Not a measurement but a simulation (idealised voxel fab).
The document below concerns the process module designated voxel capacitor over wiring.
Each square cell in cross-section cut measures 5 nm, and the section as a whole is 265 nm wide.
Cross-section format: a grid of square cells, given as bands from top to bottom; each band is one or more rows of cells.
Within each band entry, the heights of the top and of the bottom of the band appear first, in that order and in nm; the materials of the band then follow from left to right, each with its corresponding width in nm. The designation "throughout" on a single material indicates that it fills the band from edge to edge; the designation "empty" indicates empty space.
Below 0: as-received wafer, all one material; heights counted from there. Lowest band: no bottom, goes on down, written "top 0, no bottom".
Width spec "30 to 40" -> top row of cells at first value, bottom row at second value, equal per-row change in between.
Step marked "identical to before"? Then no cell in the cross-section changed in it.
In "Unvented internal voids" the enclosed voids are listed, meaning empty spaces of 8 cells or larger without any opening to the top. The form is width x height at distance, distance from the left edge, units nm.
It should be noted that, on the line of a given step, the content following the step's settings is a remark produced by the simulator itself with respect to that step.
overlay nm: on a step with a mask, how far right of its planned place the mask lay; negative means left.

These are the steps we planned for the process
1,RECEIVE,material Si
2,CONFORMAL_DEP,material SiO2,thk nm 15
3,CONFORMAL_DEP,material SiN,thk nm 5
4,DIRECTIONAL_DEP,material lowk,thk nm 25
5,PATTERN,tone open,mask id METAL_1,material resist,width nm 30,pitch nm 85,thk nm 15,overlay nm 0
6,DIRECTIONAL_ETCH,etch materials lowk,depth nm 25
7,DIRECTIONAL_ETCH,etch materials SiN,depth nm 5
8,STRIP,etch materials resist
9,CONFORMAL_DEP,material TiN,thk nm 5
10,FILL_DEP,material W,thk nm 10
11,CMP,height nm 45
12,EPI,material Ru,thk nm 5
13,FILL_DEP,material SiCN,thk nm 5
14,DIRECTIONAL_DEP,material lowk,thk nm 20
15,MASKED_ETCH,tone open,mask id PLUG_1,width nm 15,etch materials lowk,depth nm 20,overlay nm 0
16,MASKED_ETCH,tone open,mask id PLUG_1,width nm 15,etch materials SiCN,depth nm 5,overlay nm 0
17,CONFORMAL_DEP,material TiN,thk nm 5
18,FILL_DEP,material Cu,thk nm 5
19,CMP,height nm 75
20,DIRECTIONAL_DEP,material TiN,thk nm 10
21,DIRECTIONAL_DEP,material HfO2,thk nm 5
22,DIRECTIONAL_DEP,material TiN,thk nm 5
23,DIRECTIONAL_DEP,material aC,thk nm 15
24,PATTERN,tone cover,mask id UPPER_PLATE,material resist,width nm 60,thk nm 35,overlay nm 0
25,DIRECTIONAL_ETCH,etch materials aC,depth nm 15
26,STRIP,etch materials resist
27,DIRECTIONAL_ETCH,etch materials TiN,depth nm 5
28,DIRECTIONAL_ETCH,etch materials HfO2,depth nm 5
29,STRIP,etch materials aC
30,MASKED_ETCH,tone cover,mask id LOWER_PLATE,width nm 70,etch materials TiN,depth nm 10,overlay nm 0
31,FILL_DEP,material SiO2,thk nm 15
32,CMP,height nm 105
33,PATTERN,tone open,mask id PLUG_2,material resist,width nm 15,thk nm 15,overlay nm 0
34,DIRECTIONAL_ETCH,etch materials SiO2,depth nm 10
35,STRIP,etch materials resist
36,CONFORMAL_DEP,material TiN,thk nm 5
37,FILL_DEP,material Ru,thk nm 5
38,CMP,height nm 105
39,CONFORMAL_DEP,material SiCN,thk nm 5

The first of the two wafers, which ran as planned

Delivered wafer in cross-section: state after step 1
top 0, no bottom  Si throughout
Unvented internal voids: none

Cross-sectional representation of the wafer at the conclusion of step 2
top 15, bottom 0  SiO2 throughout
All layers under 0 are left as they were.

Cross-sectional representation of the wafer at the conclusion of step 3
top 20, bottom 15  SiN throughout
All layers under 15 are left as they were.

Cross-sectional representation of the wafer at the conclusion of step 4
top 45, bottom 20  lowk throughout
All layers under 20 are left as they were.

Cross-sectional representation of the wafer at the conclusion of step 5
top 60, bottom 45  75 nm resist / 30 nm empty / 55 nm resist / 30 nm empty / 75 nm resist
All layers under 45 are left as they were.

Cross-sectional representation of the wafer at the conclusion of step 6
top 60, bottom 45  75 nm resist / 30 nm empty / 55 nm resist / 30 nm empty / 75 nm resist
top 45, bottom 20  75 nm lowk / 30 nm empty / 55 nm lowk / 30 nm empty / 75 nm lowk
All layers under 20 are left as they were.

Cross-sectional representation of the wafer at the conclusion of step 7
top 60, bottom 45  75 nm resist / 30 nm empty / 55 nm resist / 30 nm empty / 75 nm resist
top 45, bottom 20  75 nm lowk / 30 nm empty / 55 nm lowk / 30 nm empty / 75 nm lowk
top 20, bottom 15  75 nm SiN / 30 nm empty / 55 nm SiN / 30 nm empty / 75 nm SiN
All layers under 15 are left as they were.

Cross-sectional representation of the wafer at the conclusion of step 8
top 45, bottom 20  75 nm lowk / 30 nm empty / 55 nm lowk / 30 nm empty / 75 nm lowk
All layers under 20 are left as they were.

Cross-sectional representation of the wafer at the conclusion of step 9
top 50, bottom 45  80 nm TiN / 20 nm empty / 65 nm TiN / 20 nm empty / 80 nm TiN
top 45, bottom 20  75 nm lowk / 5 nm TiN / 20 nm empty / 5 nm TiN / 55 nm lowk / 5 nm TiN / 20 nm empty / 5 nm TiN / 75 nm lowk
top 20, bottom 15  75 nm SiN / 30 nm TiN / 55 nm SiN / 30 nm TiN / 75 nm SiN
All layers under 15 are left as they were.

Cross-sectional representation of the wafer at the conclusion of step 10
top 60, bottom 50  W throughout
top 50, bottom 45  80 nm TiN / 20 nm W / 65 nm TiN / 20 nm W / 80 nm TiN
top 45, bottom 20  75 nm lowk / 5 nm TiN / 20 nm W / 5 nm TiN / 55 nm lowk / 5 nm TiN / 20 nm W / 5 nm TiN / 75 nm lowk
All layers under 20 are left as they were.

Cross-sectional representation of the wafer at the conclusion of step 11
top 45, bottom 20  75 nm lowk / 5 nm TiN / 20 nm W / 5 nm TiN / 55 nm lowk / 5 nm TiN / 20 nm W / 5 nm TiN / 75 nm lowk
All layers under 20 are left as they were.

Cross-sectional representation of the wafer at the conclusion of step 12
top 50, bottom 45  70 nm empty / 40 nm Ru / 45 nm empty / 40 nm Ru / 70 nm empty
All layers under 45 are left as they were.

Cross-sectional representation of the wafer at the conclusion of step 13
top 55, bottom 50  SiCN throughout
top 50, bottom 45  70 nm SiCN / 40 nm Ru / 45 nm SiCN / 40 nm Ru / 70 nm SiCN
All layers under 45 are left as they were.

Cross-sectional representation of the wafer at the conclusion of step 14
top 75, bottom 55  lowk throughout
All layers under 55 are left as they were.

Cross-sectional representation of the wafer at the conclusion of step 15
top 75, bottom 55  90 nm lowk / 15 nm empty / 160 nm lowk
All layers under 55 are left as they were.

Cross-sectional representation of the wafer at the conclusion of step 16
top 75, bottom 55  90 nm lowk / 15 nm empty / 160 nm lowk
top 55, bottom 50  90 nm SiCN / 15 nm empty / 160 nm SiCN
All layers under 50 are left as they were.

Cross-sectional representation of the wafer at the conclusion of step 17
top 80, bottom 75  95 nm TiN / 5 nm empty / 165 nm TiN
top 75, bottom 55  90 nm lowk / 5 nm TiN / 5 nm empty / 5 nm TiN / 160 nm lowk
top 55, bottom 50  90 nm SiCN / 15 nm TiN / 160 nm SiCN
All layers under 50 are left as they were.

Cross-sectional representation of the wafer at the conclusion of step 18
top 85, bottom 80  Cu throughout
top 80, bottom 75  95 nm TiN / 5 nm Cu / 165 nm TiN
top 75, bottom 55  90 nm lowk / 5 nm TiN / 5 nm Cu / 5 nm TiN / 160 nm lowk
All layers under 55 are left as they were.

Cross-sectional representation of the wafer at the conclusion of step 19
top 75, bottom 55  90 nm lowk / 5 nm TiN / 5 nm Cu / 5 nm TiN / 160 nm lowk
All layers under 55 are left as they were.

Cross-sectional representation of the wafer at the conclusion of step 20
top 85, bottom 75  TiN throughout
All layers under 75 are left as they were.

Cross-sectional representation of the wafer at the conclusion of step 21
top 90, bottom 85  HfO2 throughout
All layers under 85 are left as they were.

Cross-sectional representation of the wafer at the conclusion of step 22
top 95, bottom 90  TiN throughout
All layers under 90 are left as they were.

Cross-sectional representation of the wafer at the conclusion of step 23
top 110, bottom 95  aC throughout
All layers under 95 are left as they were.

Cross-sectional representation of the wafer at the conclusion of step 24
top 145, bottom 110  90 nm empty / 60 nm resist / 115 nm empty
All layers under 110 are left as they were.

Cross-sectional representation of the wafer at the conclusion of step 25
top 130, bottom 110  90 nm empty / 60 nm resist / 115 nm empty
top 110, bottom 95  90 nm empty / 60 nm aC / 115 nm empty
All layers under 95 are left as they were.

Cross-sectional representation of the wafer at the conclusion of step 26
top 110, bottom 95  90 nm empty / 60 nm aC / 115 nm empty
All layers under 95 are left as they were.

Cross-sectional representation of the wafer at the conclusion of step 27
top 110, bottom 95  90 nm empty / 60 nm aC / 115 nm empty
top 95, bottom 90  90 nm empty / 60 nm TiN / 115 nm empty
All layers under 90 are left as they were.

Cross-sectional representation of the wafer at the conclusion of step 28
top 110, bottom 95  90 nm empty / 60 nm aC / 115 nm empty
top 95, bottom 90  90 nm empty / 60 nm TiN / 115 nm empty
top 90, bottom 85  90 nm empty / 60 nm HfO2 / 115 nm empty
All layers under 85 are left as they were.

Cross-sectional representation of the wafer at the conclusion of step 29
top 95, bottom 90  90 nm empty / 60 nm TiN / 115 nm empty
All layers under 90 are left as they were.

Cross-sectional representation of the wafer at the conclusion of step 30
top 95, bottom 90  90 nm empty / 60 nm TiN / 115 nm empty
top 90, bottom 85  90 nm empty / 60 nm HfO2 / 115 nm empty
top 85, bottom 75  85 nm empty / 70 nm TiN / 110 nm empty
All layers under 75 are left as they were.

Cross-sectional representation of the wafer at the conclusion of step 31
top 110, bottom 95  SiO2 throughout
top 95, bottom 90  90 nm SiO2 / 60 nm TiN / 115 nm SiO2
top 90, bottom 85  90 nm SiO2 / 60 nm HfO2 / 115 nm SiO2
top 85, bottom 75  85 nm SiO2 / 70 nm TiN / 110 nm SiO2
All layers under 75 are left as they were.

Cross-sectional representation of the wafer at the conclusion of step 32
top 105, bottom 95  SiO2 throughout
All layers under 95 are left as they were.

Cross-sectional representation of the wafer at the conclusion of step 33
top 120, bottom 105  100 nm resist / 15 nm empty / 150 nm resist
All layers under 105 are left as they were.

Cross-sectional representation of the wafer at the conclusion of step 34
top 120, bottom 105  100 nm resist / 15 nm empty / 150 nm resist
top 105, bottom 95  100 nm SiO2 / 15 nm empty / 150 nm SiO2
All layers under 95 are left as they were.

Cross-sectional representation of the wafer at the conclusion of step 35
top 105, bottom 95  100 nm SiO2 / 15 nm empty / 150 nm SiO2
All layers under 95 are left as they were.

Cross-sectional representation of the wafer at the conclusion of step 36
top 110, bottom 105  105 nm TiN / 5 nm empty / 155 nm TiN
top 105, bottom 100  100 nm SiO2 / 5 nm TiN / 5 nm empty / 5 nm TiN / 150 nm SiO2
top 100, bottom 90  100 to 90 nm SiO2 / 15 to 60 nm TiN / 150 to 115 nm SiO2
All layers under 90 are left as they were.

Cross-sectional representation of the wafer at the conclusion of step 37
top 115, bottom 110  Ru throughout
top 110, bottom 105  105 nm TiN / 5 nm Ru / 155 nm TiN
top 105, bottom 100  100 nm SiO2 / 5 nm TiN / 5 nm Ru / 5 nm TiN / 150 nm SiO2
All layers under 100 are left as they were.

Cross-sectional representation of the wafer at the conclusion of step 38
top 105, bottom 100  100 nm SiO2 / 5 nm TiN / 5 nm Ru / 5 nm TiN / 150 nm SiO2
All layers under 100 are left as they were.

Cross-sectional representation of the wafer at the conclusion of step 39
top 110, bottom 105  SiCN throughout
All layers under 105 are left as they were.

Here the second wafer is described. Its start and its plan were those of the first wafer. Its run contained one mistake. Up to and including step 2, it did exactly what the first wafer did

Planned end of step 3: second wafer, cross-section
top 40, bottom 15  lowk throughout
All layers under 15 are left as they were.

Planned end of step 4: second wafer, cross-section
top 45, bottom 40  SiN throughout
All layers under 40 are left as they were.

Planned end of step 5: second wafer, cross-section
top 60, bottom 45  75 nm resist / 30 nm empty / 55 nm resist / 30 nm empty / 75 nm resist
All layers under 45 are left as they were.

Planned end of step 6: second wafer, cross-section: identical to before

Planned end of step 7: second wafer, cross-section
top 60, bottom 45  75 nm resist / 30 nm empty / 55 nm resist / 30 nm empty / 75 nm resist
top 45, bottom 40  75 nm SiN / 30 nm empty / 55 nm SiN / 30 nm empty / 75 nm SiN
All layers under 40 are left as they were.

Planned end of step 8: second wafer, cross-section
top 45, bottom 40  75 nm SiN / 30 nm empty / 55 nm SiN / 30 nm empty / 75 nm SiN
All layers under 40 are left as they were.

Planned end of step 9: second wafer, cross-section
top 50, bottom 45  80 nm TiN / 20 nm empty / 65 nm TiN / 20 nm empty / 80 nm TiN
top 45, bottom 40  75 nm SiN / 30 nm TiN / 55 nm SiN / 30 nm TiN / 75 nm SiN
All layers under 40 are left as they were.

Planned end of step 10: second wafer, cross-section
top 60, bottom 50  W throughout
top 50, bottom 45  80 nm TiN / 20 nm W / 65 nm TiN / 20 nm W / 80 nm TiN
All layers under 45 are left as they were.

Planned end of step 11: second wafer, cross-section
top 45, bottom 40  75 nm SiN / 30 nm TiN / 55 nm SiN / 30 nm TiN / 75 nm SiN
All layers under 40 are left as they were.

Planned end of step 12: second wafer, cross-section
top 50, bottom 45  70 nm empty / 40 nm Ru / 45 nm empty / 40 nm Ru / 70 nm empty
All layers under 45 are left as they were.

Planned end of step 13: second wafer, cross-section
top 55, bottom 50  SiCN throughout
top 50, bottom 45  70 nm SiCN / 40 nm Ru / 45 nm SiCN / 40 nm Ru / 70 nm SiCN
All layers under 45 are left as they were.

Planned end of step 14: second wafer, cross-section
top 75, bottom 55  lowk throughout
All layers under 55 are left as they were.

Planned end of step 15: second wafer, cross-section
top 75, bottom 55  90 nm lowk / 15 nm empty / 160 nm lowk
All layers under 55 are left as they were.

Planned end of step 16: second wafer, cross-section
top 75, bottom 55  90 nm lowk / 15 nm empty / 160 nm lowk
top 55, bottom 50  90 nm SiCN / 15 nm empty / 160 nm SiCN
All layers under 50 are left as they were.

Planned end of step 17: second wafer, cross-section
top 80, bottom 75  95 nm TiN / 5 nm empty / 165 nm TiN
top 75, bottom 55  90 nm lowk / 5 nm TiN / 5 nm empty / 5 nm TiN / 160 nm lowk
top 55, bottom 50  90 nm SiCN / 15 nm TiN / 160 nm SiCN
All layers under 50 are left as they were.

Planned end of step 18: second wafer, cross-section
top 85, bottom 80  Cu throughout
top 80, bottom 75  95 nm TiN / 5 nm Cu / 165 nm TiN
top 75, bottom 55  90 nm lowk / 5 nm TiN / 5 nm Cu / 5 nm TiN / 160 nm lowk
All layers under 55 are left as they were.

Planned end of step 19: second wafer, cross-section
top 75, bottom 55  90 nm lowk / 5 nm TiN / 5 nm Cu / 5 nm TiN / 160 nm lowk
All layers under 55 are left as they were.

Planned end of step 20: second wafer, cross-section
top 85, bottom 75  TiN throughout
All layers under 75 are left as they were.

Planned end of step 21: second wafer, cross-section
top 90, bottom 85  HfO2 throughout
All layers under 85 are left as they were.

Planned end of step 22: second wafer, cross-section
top 95, bottom 90  TiN throughout
All layers under 90 are left as they were.

Planned end of step 23: second wafer, cross-section
top 110, bottom 95  aC throughout
All layers under 95 are left as they were.

Planned end of step 24: second wafer, cross-section
top 145, bottom 110  90 nm empty / 60 nm resist / 115 nm empty
All layers under 110 are left as they were.

Planned end of step 25: second wafer, cross-section
top 130, bottom 110  90 nm empty / 60 nm resist / 115 nm empty
top 110, bottom 95  90 nm empty / 60 nm aC / 115 nm empty
All layers under 95 are left as they were.

Planned end of step 26: second wafer, cross-section
top 110, bottom 95  90 nm empty / 60 nm aC / 115 nm empty
All layers under 95 are left as they were.

Planned end of step 27: second wafer, cross-section
top 110, bottom 95  90 nm empty / 60 nm aC / 115 nm empty
top 95, bottom 90  90 nm empty / 60 nm TiN / 115 nm empty
All layers under 90 are left as they were.

Planned end of step 28: second wafer, cross-section
top 110, bottom 95  90 nm empty / 60 nm aC / 115 nm empty
top 95, bottom 90  90 nm empty / 60 nm TiN / 115 nm empty
top 90, bottom 85  90 nm empty / 60 nm HfO2 / 115 nm empty
All layers under 85 are left as they were.

Planned end of step 29: second wafer, cross-section
top 95, bottom 90  90 nm empty / 60 nm TiN / 115 nm empty
All layers under 90 are left as they were.

Planned end of step 30: second wafer, cross-section
top 95, bottom 90  90 nm empty / 60 nm TiN / 115 nm empty
top 90, bottom 85  90 nm empty / 60 nm HfO2 / 115 nm empty
top 85, bottom 75  85 nm empty / 70 nm TiN / 110 nm empty
All layers under 75 are left as they were.

Planned end of step 31: second wafer, cross-section
top 110, bottom 95  SiO2 throughout
top 95, bottom 90  90 nm SiO2 / 60 nm TiN / 115 nm SiO2
top 90, bottom 85  90 nm SiO2 / 60 nm HfO2 / 115 nm SiO2
top 85, bottom 75  85 nm SiO2 / 70 nm TiN / 110 nm SiO2
All layers under 75 are left as they were.

Planned end of step 32: second wafer, cross-section
top 105, bottom 95  SiO2 throughout
All layers under 95 are left as they were.

Planned end of step 33: second wafer, cross-section
top 120, bottom 105  100 nm resist / 15 nm empty / 150 nm resist
All layers under 105 are left as they were.

Planned end of step 34: second wafer, cross-section
top 120, bottom 105  100 nm resist / 15 nm empty / 150 nm resist
top 105, bottom 95  100 nm SiO2 / 15 nm empty / 150 nm SiO2
All layers under 95 are left as they were.

Planned end of step 35: second wafer, cross-section
top 105, bottom 95  100 nm SiO2 / 15 nm empty / 150 nm SiO2
All layers under 95 are left as they were.

Planned end of step 36: second wafer, cross-section
top 110, bottom 105  105 nm TiN / 5 nm empty / 155 nm TiN
top 105, bottom 100  100 nm SiO2 / 5 nm TiN / 5 nm empty / 5 nm TiN / 150 nm SiO2
top 100, bottom 90  100 to 90 nm SiO2 / 15 to 60 nm TiN / 150 to 115 nm SiO2
All layers under 90 are left as they were.

Planned end of step 37: second wafer, cross-section
top 115, bottom 110  Ru throughout
top 110, bottom 105  105 nm TiN / 5 nm Ru / 155 nm TiN
top 105, bottom 100  100 nm SiO2 / 5 nm TiN / 5 nm Ru / 5 nm TiN / 150 nm SiO2
All layers under 100 are left as they were.

Planned end of step 38: second wafer, cross-section
top 105, bottom 100  100 nm SiO2 / 5 nm TiN / 5 nm Ru / 5 nm TiN / 150 nm SiO2
All layers under 100 are left as they were.

Planned end of step 39: second wafer, cross-section
top 110, bottom 105  SiCN throughout
All layers under 105 are left as they were.
What was done differently from what was planned? it was found that steps 3 and 4 of the process plan had been performed in exchanged positions
Final tally in cells, some materials are higher or lower on the second wafer than on the first: TiN -20; W -40; lowk +60
